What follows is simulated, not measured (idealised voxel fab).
process module | voxel ribs on slabs
cross-section cut | 185 nm wide | cells 5 nm
A cross-section is a grid of square cells, given in bands from the top down. A band is one or more rows of cells.
Each band's line starts with the height of the band's top and of its bottom, in nm. Then come its materials from left to right, each with its width in nm. One material with "throughout" fills the band from edge to edge. "air" is empty space.
Height 0 is the level under which the wafer as received is all one material. The lowest band goes on downwards, as in "0 down".
A width such as "30 to 40" changes by the same amount from each row of cells to the next, from the band's top row to its bottom row.
"no change" after a step means that no cell of the cross-section changed.
closed voids: empty space of 8 cells or more with no open way to the top, each as width x height at its distance from the left edge, in nm
after a step's settings: what the simulator itself notes on the step
overlay nm, on a step with a mask: how far to the right of its planned place the mask lay; to the left if negative
plan
1 op RECEIVE | material Si
2 op DIRECTIONAL_DEP | material SiO2 | thk nm 20
3 op DIRECTIONAL_DEP | material polySi | thk nm 25
4 op MASKED_ETCH | tone cover | mask id RIB | width nm 30 | etch materials polySi | depth nm 20 | overlay nm 0
5 op PATTERN | tone cover | mask id SLAB | material resist | width nm 80 | thk nm 20 | overlay nm 0
6 op DIRECTIONAL_ETCH | etch materials polySi | depth nm 5
7 op STRIP | etch materials resist
8 op FILL_DEP | material SiO2 | thk nm 20
9 op CMP | height nm 60
10 op DIRECTIONAL_DEP | material TiN | thk nm 5
11 op MASKED_ETCH | tone cover | mask id HEATER | width nm 40 | etch materials TiN | depth nm 5 | overlay nm 0
12 op CONFORMAL_DEP | material SiN | thk nm 5
as received, after step 1
  0 down: Si throughout
  closed voids: none
first wafer at the end, as planned
  70 to 65: air 65 | SiN 50 | air 70
  65 to 60: SiN 70 | TiN 40 | SiN 75
  60 to 45: SiO2 throughout
  45 to 25: SiO2 75 | polySi 30 | SiO2 80
  25 to 20: SiO2 50 | polySi 80 | SiO2 55
  20 to 0: SiO2 throughout
  0 down: Si throughout
  closed voids: none
second wafer at the end: like start, like plan, one mistake
  70 to 65: air 65 | SiN 50 | air 70
  65 to 60: SiN 70 | TiN 40 | SiN 75
  60 to 25: SiO2 throughout
  25 to 0: polySi throughout
  0 down: Si throughout
  closed voids: none
what went wrong: steps 2 and 3 were swapped
at the end the second wafer has, in cells: 145 fewer of SiO2 | 145 more of polySi
